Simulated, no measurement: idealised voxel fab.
voxel wiring stack: a process module
The cross-section on display is named cut; it measures 205 nm wide, and its cells are 5 nm squares.
Cross-sections here: square-cell grids, written as top-down lists of bands, a band being one or more rows of cells.
Read a band's entry like this: the first values are the height of its top and the height of its bottom in nm, and what follows is the sequence of materials from left to right, each with its width in nm. Note that "empty" is empty space, and that a single material marked "edge to edge" reaches across the band from edge to edge.
For the purposes of this specification, 0 denotes the height below which the wafer in its as-received condition is composed wholly of one material, and the lowermost band, lacking a lower limit, extends downward without end, as expressed in "0 and below".
A two-number width, for instance "30..40", indicates that the width is equal to the first number in the top row of the band and to the second number in the bottom row, and that it changes by a constant amount per row of cells.
Given "remained the same" for a step, no cell of the cross-section differs between before and after that step.
"Encapsulated voids" means: voids of 8 cells or more that are shut off from the top with no open way through. Written width x height at distance, distance from the left edge, in nm.
Step line, after settings: the simulator's comment on this step.
Each step line may optionally specify "overlay nm", which for a step with a mask gives the rightward distance between the mask's planned place and where it lay, a negative value indicating the leftward direction.

## The steps planned for the process are as follows
1,op RECEIVE | material Si
2,op CONFORMAL_DEP | material SiO2 | thk nm 10
3,op DIRECTIONAL_DEP | material TiN | thk nm 5
4,op DIRECTIONAL_DEP | material W | thk nm 25
5,op DIRECTIONAL_DEP | material aC | thk nm 15
6,op PATTERN | tone cover | mask id METAL_1 | material resist | width nm 20 | pitch nm 40 | thk nm 35 | overlay nm 0
7,op DIRECTIONAL_ETCH | etch materials aC | depth nm 15
8,op STRIP | etch materials resist
9,op DIRECTIONAL_ETCH | etch materials W | depth nm 25
10,op DIRECTIONAL_ETCH | etch materials TiN | depth nm 5
11,op STRIP | etch materials aC
12,op FILL_DEP | material SiO2 | thk nm 5
13,op CMP | height nm 40
14,op CONFORMAL_DEP | material SiCN | thk nm 5
15,op DIRECTIONAL_DEP | material SiO2 | thk nm 30
16,op MASKED_ETCH | tone open | mask id METAL_2_HOLES | width nm 15 | pitch nm 40 | etch materials SiO2 | depth nm 30 | overlay nm 0
17,op MASKED_ETCH | tone open | mask id METAL_2 | width nm 20 | pitch nm 40 | etch materials SiO2 | depth nm 20 | overlay nm 0
18,op MASKED_ETCH | tone open | mask id METAL_2 | width nm 20 | pitch nm 40 | etch materials SiCN | depth nm 5 | overlay nm 0
19,op CONFORMAL_DEP | material TiN | thk nm 5
20,op FILL_DEP | material Ru | thk nm 5
21,op CMP | height nm 75
22,op CONFORMAL_DEP | material SiCN | thk nm 5
23,op DIRECTIONAL_DEP | material SiO2 | thk nm 20
24,op MASKED_ETCH | tone open | mask id PLUG_2 | width nm 15 | pitch nm 80 | etch materials SiO2 | depth nm 20 | overlay nm 0
25,op MASKED_ETCH | tone open | mask id PLUG_2 | width nm 15 | pitch nm 80 | etch materials SiCN | depth nm 5 | overlay nm 0
26,op CONFORMAL_DEP | material TiN | thk nm 5
27,op FILL_DEP | material W | thk nm 10
28,op CMP | height nm 100
29,op CONFORMAL_DEP | material SiN | thk nm 5
30,op DIRECTIONAL_DEP | material lowk | thk nm 20
31,op MASKED_ETCH | tone open | mask id METAL_3 | width nm 20 | pitch nm 40 | etch materials lowk | depth nm 20 | overlay nm 0
32,op MASKED_ETCH | tone open | mask id METAL_3 | width nm 20 | pitch nm 40 | etch materials SiN | depth nm 5 | overlay nm 0
33,op CONFORMAL_DEP | material TiN | thk nm 5
34,op FILL_DEP | material Cu | thk nm 5
35,op CMP | height nm 125
36,op CONFORMAL_DEP | material SiCN | thk nm 5

## Wafer at receipt (post step 1), cross-section
    0 and below | Si edge to edge
    Encapsulated voids: none

## Below is the wafer in cross-section after the module was completed. It began from the starting point shown above and followed the plan shown above, except that one mistake was made while running it
    130 down to 125 | SiCN edge to edge
    125 down to 105 | 30 lowk | 5 TiN | 10 Cu | 5 TiN | 20 lowk | 5 TiN | 10 Cu | 5 TiN | 20 lowk | 5 TiN | 10 Cu | 5 TiN | 20 lowk | 5 TiN | 10 Cu | 5 TiN | 35 lowk
    105 down to 100 | 30 SiN | 20 TiN | 20 SiN | 20 TiN | 20 SiN | 20 TiN | 20 SiN | 20 TiN | 35 SiN
    100 down to 80 | 30 SiO2 | 5 TiN | 5 W | 5 TiN | 65 SiO2 | 5 TiN | 5 W | 5 TiN | 80 SiO2
    80 down to 75 | 30 SiCN | 15 TiN | 65 SiCN | 15 TiN | 80 SiCN
    75 down to 60 | 30 SiO2 | 5 TiN | 10 Ru | 5 TiN | 20 SiO2 | 5 TiN | 10 Ru | 5 TiN | 20 SiO2 | 5 TiN | 10 Ru | 5 TiN | 20 SiO2 | 5 TiN | 10 Ru | 5 TiN | 35 SiO2
    60 down to 55 | 30 SiO2 | 5 TiN | 5 Ru | 10 TiN | 20 SiO2 | 5 TiN | 5 Ru | 10 TiN | 20 SiO2 | 5 TiN | 5 Ru | 10 TiN | 20 SiO2 | 5 TiN | 5 Ru | 10 TiN | 35 SiO2
    55 down to 45 | 30 SiO2 | 5 TiN | 5 Ru | 5 TiN | 25 SiO2 | 5 TiN | 5 Ru | 5 TiN | 25 SiO2 | 5 TiN | 5 Ru | 5 TiN | 25 SiO2 | 5 TiN | 5 Ru | 5 TiN | 40 SiO2
    45 down to 40 | 30 SiCN | 15 TiN | 25 SiCN | 15 TiN | 25 SiCN | 15 TiN | 25 SiCN | 15 TiN | 40 SiCN
    40 down to 35 | SiO2 edge to edge
    35 down to 10 | 30 SiO2 | 20 W | 20 SiO2 | 20 W | 20 SiO2 | 20 W | 20 SiO2 | 20 W | 35 SiO2
    10 down to 0 | SiO2 edge to edge
    0 and below | Si edge to edge
    Encapsulated voids: none
Error vs. plan: the plan's step 3 was left out and never carried out
